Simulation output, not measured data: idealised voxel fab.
The document below concerns the process module designated voxel released beams.
Each square cell in cross-section cut measures 5 nm, and the section as a whole is 160 nm wide.
The cross-sections in this document take the form of a grid made of square cells. They are written out as bands, in order from top to bottom. Each band consists of one or more rows of cells. Top height, bottom height, nm. Materials left to right, width each, nm. Single material + "all across" = fills band edge to edge. "blank" = empty. We count height from 0. Below that, the starting wafer is all one material. The lowest band never ends at the bottom but goes on down; see "0 down" for how that is written. You'd read "30->40" like this: the band's top row of cells is as wide as the first number, its bottom row is as wide as the second, and going down, every row changes width by the same amount as the row before did. What does "changes: none" mean for a step? It means no cell of the cross-section changed in that step. Empty spaces without an open route to the top, at least 8 cells in extent, make up the entry "Internal closed voids"; each is given as width x height at distance, where the distance is measured from the left edge, and all are in nm. Text after the settings on a step's line: the simulator's own remark on that step. Each step line may optionally specify "overlay nm", which for a step with a mask gives the rightward distance between the mask's planned place and where it lay, a negative value indicating the leftward direction.
**Listed below are the process steps as planned**
| 1 | RECEIVE,material Si |
| 2 | CONFORMAL_DEP,material Al2O3,thk nm 10 |
| 3 | DIRECTIONAL_DEP,material SiO2,thk nm 10 |
| 4 | PATTERN,tone open,mask id ANCHOR,material resist,width nm 30,thk nm 15,overlay nm 0 |
| 5 | DIRECTIONAL_ETCH,etch materials SiO2,depth nm 10 |
| 6 | STRIP,etch materials resist |
| 7 | CONFORMAL_DEP,material SiN,thk nm 10 |
| 8 | DIRECTIONAL_DEP,material aC,thk nm 15 |
| 9 | PATTERN,tone cover,mask id BEAM,material resist,width nm 95,thk nm 30,overlay nm -15 |
| 10 | DIRECTIONAL_ETCH,etch materials aC,depth nm 15 |
| 11 | STRIP,etch materials resist |
| 12 | DIRECTIONAL_ETCH,etch materials SiN,depth nm 10 |
| 13 | STRIP,etch materials aC |
| 14 | STRIP,etch materials SiO2 |
Wafer-to-wafer difference: overlay nm, step 9. Common start. Plan = first wafer's value.
**Cross-section of the first of several wafers as received (after step 1)**
> 0 down: Si all across
> Internal closed voids: none
**Here's the first of several wafers in cross-section, end of the module, after the last step, step 14**
> 30 to 20: blank 15; SiN 30; blank 10; SiN 55; blank 50
> 20 to 10: blank 35; SiN 30; blank 95
> 10 to 0: Al2O3 all across
> 0 down: Si all across
> Internal closed voids: none
**Wafer cross-section (last wafer, module end)**
> 30 to 20: blank 55; SiN 85; blank 20
> 20 to 10: blank 35; SiN 30; blank 95
> 10 to 0: Al2O3 all across
> 0 down: Si all across
> Internal closed voids: none
**Every row in this table is a wafer at the end of the module, and it gives, for each of the materials, the cells that wafer has gained (+) or lost (-) since it was received, then its closed voids**
overlay nm -15; +64 Al2O3; +46 SiN; Internal closed voids: none
overlay nm -10; +64 Al2O3; +46 SiN; Internal closed voids: none
overlay nm -5; +64 Al2O3; +46 SiN; Internal closed voids: none
overlay nm 0; +64 Al2O3; +46 SiN; Internal closed voids: none
overlay nm 5; +64 Al2O3; +46 SiN; Internal closed voids: none
overlay nm 10; +64 Al2O3; +46 SiN; Internal closed voids: none
overlay nm 15; +64 Al2O3; +46 SiN; Internal closed voids: none
